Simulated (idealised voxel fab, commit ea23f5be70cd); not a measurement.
The document below concerns the process module designated voxel quadruple lines.
In the cross-section labelled cut, the width is 205 nm and each square cell is 5 nm.
When this document writes out a cross-section, it uses a grid of square cells and lists it as bands, beginning at the top and moving down, with a band standing for one or more rows of cells. The band entry comprises the height of the band's top followed by the height of its bottom, expressed in nm, and subsequently the band's materials from left to right, each stated together with its width in nm. Where a single material is marked with the word "full width", that material fills the band from edge to edge. The word "air" represents empty space. Measure heights from 0. That's the level where, below it, the as-received wafer is all one material. The lowest band is bottomless and extends downward; write it as in "z 0 and below". A width given as "30 to 40" starts at the first number in the band's top row and ends at the second number in its bottom row, shifting by an equal amount at every step from row to row. Take "remained unchanged" at face value: in the step it is given for, the cross-section changed in none of its cells. If an empty space has no open way to the top and is at least 8 cells in size, "Closed void inventory" lists it, written width x height at distance, where distance is measured from the left edge and every value is in nm. On a step's line, text after the settings is the simulator commenting on that step. "overlay nm" on a masked step: distance the mask lay right of its planned place, negative for left.

-- The process steps that were planned are listed below
| 1 | RECEIVE: material Si |
| 2 | CONFORMAL_DEP: material SiO2, thk nm 10 |
| 3 | DIRECTIONAL_DEP: material TiN, thk nm 15 |
| 4 | DIRECTIONAL_DEP: material polySi, thk nm 20 |
| 5 | DIRECTIONAL_DEP: material aC, thk nm 25 |
| 6 | PATTERN: tone cover, mask id MANDREL, material resist, width nm 20, thk nm 30, overlay nm 0 |
| 7 | DIRECTIONAL_ETCH: etch materials aC, depth nm 25 |
| 8 | STRIP: etch materials resist |
| 9 | CONFORMAL_DEP: material SiO2, thk nm 10 |
| 10 | DIRECTIONAL_ETCH: etch materials SiO2, depth nm 10 |
| 11 | STRIP: etch materials aC |
| 12 | DIRECTIONAL_ETCH: etch materials polySi, depth nm 20 |
| 13 | STRIP: etch materials SiO2 |
| 14 | CONFORMAL_DEP: material SiN, thk nm 5 |
| 15 | DIRECTIONAL_ETCH: etch materials SiN, depth nm 5 |
| 16 | STRIP: etch materials polySi |
| 17 | DIRECTIONAL_ETCH: etch materials TiN, depth nm 15 |
| 18 | STRIP: etch materials SiN |

-- First wafer, two in total, run as planned

-- So this is the incoming wafer in cross-section - it's already been through step 1
* z 0 and below: Si full width
* Closed void inventory: none

-- After step 2: wafer cross-section
* z 10 to 0: SiO2 full width
* Anything lower than 0 is untouched.

-- After step 3: wafer cross-section
* z 25 to 10: TiN full width
* Anything lower than 10 is untouched.

-- After step 4: wafer cross-section
* z 45 to 25: polySi full width
* Anything lower than 25 is untouched.

-- After step 5: wafer cross-section
* z 70 to 45: aC full width
* Anything lower than 45 is untouched.

-- After step 6: wafer cross-section
* z 100 to 70: air 90, resist 20, air 95
* Anything lower than 70 is untouched.

-- After step 7: wafer cross-section
* z 75 to 70: air 90, resist 20, air 95
* z 70 to 45: air 90, aC 20, air 95
* Anything lower than 45 is untouched.

-- After step 8: wafer cross-section
* z 70 to 45: air 90, aC 20, air 95
* Anything lower than 45 is untouched.

-- After step 9: wafer cross-section
* z 80 to 70: air 80, SiO2 40, air 85
* z 70 to 55: air 80, SiO2 10, aC 20, SiO2 10, air 85
* z 55 to 45: SiO2 90, aC 20, SiO2 95
* Anything lower than 45 is untouched.

-- After step 10: wafer cross-section
* z 70 to 45: air 80, SiO2 10, aC 20, SiO2 10, air 85
* Anything lower than 45 is untouched.

-- After step 11: wafer cross-section
* z 70 to 45: air 80, SiO2 10, air 20, SiO2 10, air 85
* Anything lower than 45 is untouched.

-- After step 12: wafer cross-section
* z 70 to 45: air 80, SiO2 10, air 20, SiO2 10, air 85
* z 45 to 25: air 80, polySi 10, air 20, polySi 10, air 85
* Anything lower than 25 is untouched.

-- After step 13: wafer cross-section
* z 45 to 25: air 80, polySi 10, air 20, polySi 10, air 85
* Anything lower than 25 is untouched.

-- After step 14: wafer cross-section
* z 50 to 45: air 75, SiN 20, air 10, SiN 20, air 80
* z 45 to 30: air 75, SiN 5, polySi 10, SiN 5, air 10, SiN 5, polySi 10, SiN 5, air 80
* z 30 to 25: SiN 80, polySi 10, SiN 20, polySi 10, SiN 85
* Anything lower than 25 is untouched.

-- After step 15: wafer cross-section
* z 45 to 25: air 75, SiN 5, polySi 10, SiN 5, air 10, SiN 5, polySi 10, SiN 5, air 80
* Anything lower than 25 is untouched.

-- After step 16: wafer cross-section
* z 45 to 25: air 75, SiN 5, air 10, SiN 5, air 10, SiN 5, air 10, SiN 5, air 80
* Anything lower than 25 is untouched.

-- After step 17: wafer cross-section
* z 45 to 25: air 75, SiN 5, air 10, SiN 5, air 10, SiN 5, air 10, SiN 5, air 80
* z 25 to 10: air 75, TiN 5, air 10, TiN 5, air 10, TiN 5, air 10, TiN 5, air 80
* Anything lower than 10 is untouched.

-- After step 18: wafer cross-section
* z 25 to 10: air 75, TiN 5, air 10, TiN 5, air 10, TiN 5, air 10, TiN 5, air 80
* Anything lower than 10 is untouched.

-- Companion wafer, the second of two: same beginning, same intended sequence, one mistake in carrying it out; through step 5 inclusive it tracks the first exactly

-- Second wafer: cross-section at the scheduled end of step 6
* z 100 to 70: air 95, resist 15, air 95
* Anything lower than 70 is untouched.

-- Second wafer: cross-section at the scheduled end of step 7
* z 75 to 70: air 95, resist 15, air 95
* z 70 to 45: air 95, aC 15, air 95
* Anything lower than 45 is untouched.

-- Second wafer: cross-section at the scheduled end of step 8
* z 70 to 45: air 95, aC 15, air 95
* Anything lower than 45 is untouched.

-- Second wafer: cross-section at the scheduled end of step 9
* z 80 to 70: air 85, SiO2 35, air 85
* z 70 to 55: air 85, SiO2 10, aC 15, SiO2 10, air 85
* z 55 to 45: SiO2 95, aC 15, SiO2 95
* Anything lower than 45 is untouched.

-- Second wafer: cross-section at the scheduled end of step 10
* z 70 to 45: air 85, SiO2 10, aC 15, SiO2 10, air 85
* Anything lower than 45 is untouched.

-- Second wafer: cross-section at the scheduled end of step 11
* z 70 to 45: air 85, SiO2 10, air 15, SiO2 10, air 85
* Anything lower than 45 is untouched.

-- Second wafer: cross-section at the scheduled end of step 12
* z 70 to 45: air 85, SiO2 10, air 15, SiO2 10, air 85
* z 45 to 25: air 85, polySi 10, air 15, polySi 10, air 85
* Anything lower than 25 is untouched.

-- Second wafer: cross-section at the scheduled end of step 13
* z 45 to 25: air 85, polySi 10, air 15, polySi 10, air 85
* Anything lower than 25 is untouched.

-- Second wafer: cross-section at the scheduled end of step 14
* z 50 to 45: air 80, SiN 20, air 5, SiN 20, air 80
* z 45 to 30: air 80, SiN 5, polySi 10, SiN 5, air 5, SiN 5, polySi 10, SiN 5, air 80
* z 30 to 25: SiN 85, polySi 10, SiN 15, polySi 10, SiN 85
* Anything lower than 25 is untouched.

-- Second wafer: cross-section at the scheduled end of step 15
* z 45 to 25: air 80, SiN 5, polySi 10, SiN 5, air 5, SiN 5, polySi 10, SiN 5, air 80
* Anything lower than 25 is untouched.

-- Second wafer: cross-section at the scheduled end of step 16
* z 45 to 25: air 80, SiN 5, air 10, SiN 5, air 5, SiN 5, air 10, SiN 5, air 80
* Anything lower than 25 is untouched.

-- Second wafer: cross-section at the scheduled end of step 17
* z 45 to 25: air 80, SiN 5, air 10, SiN 5, air 5, SiN 5, air 10, SiN 5, air 80
* z 25 to 10: air 80, TiN 5, air 10, TiN 5, air 5, TiN 5, air 10, TiN 5, air 80
* Anything lower than 10 is untouched.

-- Second wafer: cross-section at the scheduled end of step 18
* z 25 to 10: air 80, TiN 5, air 10, TiN 5, air 5, TiN 5, air 10, TiN 5, air 80
* Anything lower than 10 is untouched.
What went wrong in running the wafer? contrary to plan, step 6 was performed as PATTERN: tone cover, mask id MANDREL, material resist, width nm 15, thk nm 30, overlay nm 0
In the final comparison it is observed that the number of cells assigned to each material is identical for the two wafers, whereas their placement is not.
